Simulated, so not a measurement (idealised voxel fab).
Title: Process Module voxel released beams
Cross-section cut: width 240 nm, square cells of 5 nm.
A cross-section is written here as square cells arranged in a grid, and it is given in bands from the top down, each band taking up one or more rows of cells.
Band: top height; bottom height; in nm. Then, left to right: material with width in nm, for each material. "throughout": a single material spanning edge to edge. "blank": empty space.
Beneath 0, the wafer as received is one material, and that level is where height counting begins. The lowest band goes on downward without a bottom; it is written like "0 nm and below".
The width entry "30->40" should be interpreted row by row: the top row of cells in the band takes the first number, the bottom row takes the second number, and the change between adjacent rows is uniform throughout.
Any step labelled "all unchanged" changed none of the cells in the cross-section.
So "Closed voids list" is basically the list of trapped voids: any empty space of 8 cells or more that can't reach the top through an opening. They're written width x height at distance, the distance being from the left edge, and it's all nm.
Post-settings text on a step line: simulator's own remark regarding the step.
"overlay nm" answers the question of how far to the right of plan the mask lay on a step that has a mask, and when it is negative the answer is to the left.

# Set out below are the planned steps of the process
- 1: op RECEIVE | material Si
- 2: op CONFORMAL_DEP | material SiN | thk nm 10
- 3: op DIRECTIONAL_DEP | material SiO2 | thk nm 10
- 4: op PATTERN | tone open | mask id ANCHOR | material resist | width nm 45 | thk nm 20 | overlay nm 0
- 5: op DIRECTIONAL_ETCH | etch materials SiO2 | depth nm 10
- 6: op STRIP | etch materials resist
- 7: op CONFORMAL_DEP | material W | thk nm 15
- 8: op MASKED_ETCH | tone cover | mask id BEAM | width nm 105 | etch materials W | depth nm 15 | overlay nm 0
- 9: op STRIP | etch materials SiO2

# Cross-sectional view of the wafer in its as-received condition, corresponding to the state after step 1
    0 nm and below = Si throughout
    Closed voids list: none

# What the wafer looks like in cross-section after this module, when it starts as shown above and follows the plan above but one mistake is made in running it
    35 nm to 25 nm = SiN=85 | blank=15 | SiN=140
    25 nm to 20 nm = SiN throughout
    20 nm to 10 nm = SiO2=70 | SiN=45 | SiO2=125
    10 nm to 0 nm = SiN throughout
    0 nm and below = Si throughout
    Closed voids list: none
What broke from the plan during processing? note that step 7 departed from the planned setting and was carried out as op CONFORMAL_DEP | material SiN | thk nm 15
